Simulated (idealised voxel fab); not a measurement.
Process module name: voxel self aligned contacts
The figure presents cross-section cut, which has a width of 255 nm and is divided into square cells with an edge length of 5 nm.
A cross-section in this document is a grid of square cells, and it is written down as bands, the top band listed before the ones below it; a band is made up of one or more rows of cells. Top, bottom (nm), then materials left to right with widths (nm); lone material tagged "everywhere" fills the whole band edge to edge; "air" = empty space. Height is counted from the level 0, under which the received wafer is composed throughout of one material. The lowest of the bands is not closed at the bottom but continues downward, in the notation "0 down". A two-number width, for instance "30 to 40", indicates that the width is equal to the first number in the top row of the band and to the second number in the bottom row, and that it changes by a constant amount per row of cells. It should be understood that the words "no modification", when stated for a given step, signify that the cross-section underwent no change in any of its cells during that step. Under "Closed empty spaces" you'll find the enclosed gaps, the ones with no way out to the top, that are 8 cells or bigger; each reads width x height at distance, with distance counted from the left edge, everything in nm. That trailing text on a step's line, after the settings, is the simulator's own remark on the step. overlay nm: where the mask lay relative to plan, measured to the right, on steps with a mask; negatives go left.

Steps planned for the process
1 RECEIVE (material Si)
2 OXIDIZE (depth nm 5)
3 DIRECTIONAL_DEP (material polySi; thk nm 30)
4 DIRECTIONAL_DEP (material SiN; thk nm 25)
5 DIRECTIONAL_DEP (material aC; thk nm 10)
6 PATTERN (tone cover; mask id GATE; material resist; width nm 30; pitch nm 75; thk nm 30; overlay nm 0)
7 DIRECTIONAL_ETCH (etch materials aC; depth nm 10)
8 STRIP (etch materials resist)
9 DIRECTIONAL_ETCH (etch materials SiN; depth nm 25)
10 DIRECTIONAL_ETCH (etch materials polySi; depth nm 30)
11 STRIP (etch materials aC)
12 CONFORMAL_DEP (material SiN; thk nm 10)
13 DIRECTIONAL_ETCH (etch materials SiN; depth nm 10)
14 FILL_DEP (material SiO2; thk nm 15)
15 CMP (height nm 60)
16 MASKED_ETCH (tone open; mask id CONTACT; width nm 55; etch materials SiO2; depth nm 65; overlay nm 0)
17 CONFORMAL_DEP (material TiN; thk nm 5)
18 FILL_DEP (material W; thk nm 5)
19 CMP (height nm 60)
20 CONFORMAL_DEP (material SiCN; thk nm 5)

So this is the incoming wafer in cross-section - it's already been through step 1
  0 down | Si everywhere
  Closed empty spaces: none

Same starting wafer, same plan as above, one mistake in the execution; this is the cross-section at the end of the module
  70 to 65 | SiCN everywhere
  65 to 60 | TiN (105), then W (45), then TiN (105)
  60 to 55 | SiO2 (100), then TiN (20), then W (15), then TiN (20), then SiO2 (100)
  55 to 30 | SiO2 (65), then SiN (50), then TiN (5), then W (15), then TiN (5), then SiN (50), then SiO2 (65)
  30 to 0 | SiO2 (65), then SiN (10), then polySi (30), then SiN (10), then TiN (5), then W (15), then TiN (5), then SiN (10), then polySi (30), then SiN (10), then SiO2 (65)
  0 to -5 | SiO2 (115), then TiN (25), then SiO2 (115)
  -5 down | Si everywhere
  Closed empty spaces: none
The mistake made against the process plan was this: step 19 went in with a setting other than planned; the actual run was CMP (height nm 65)
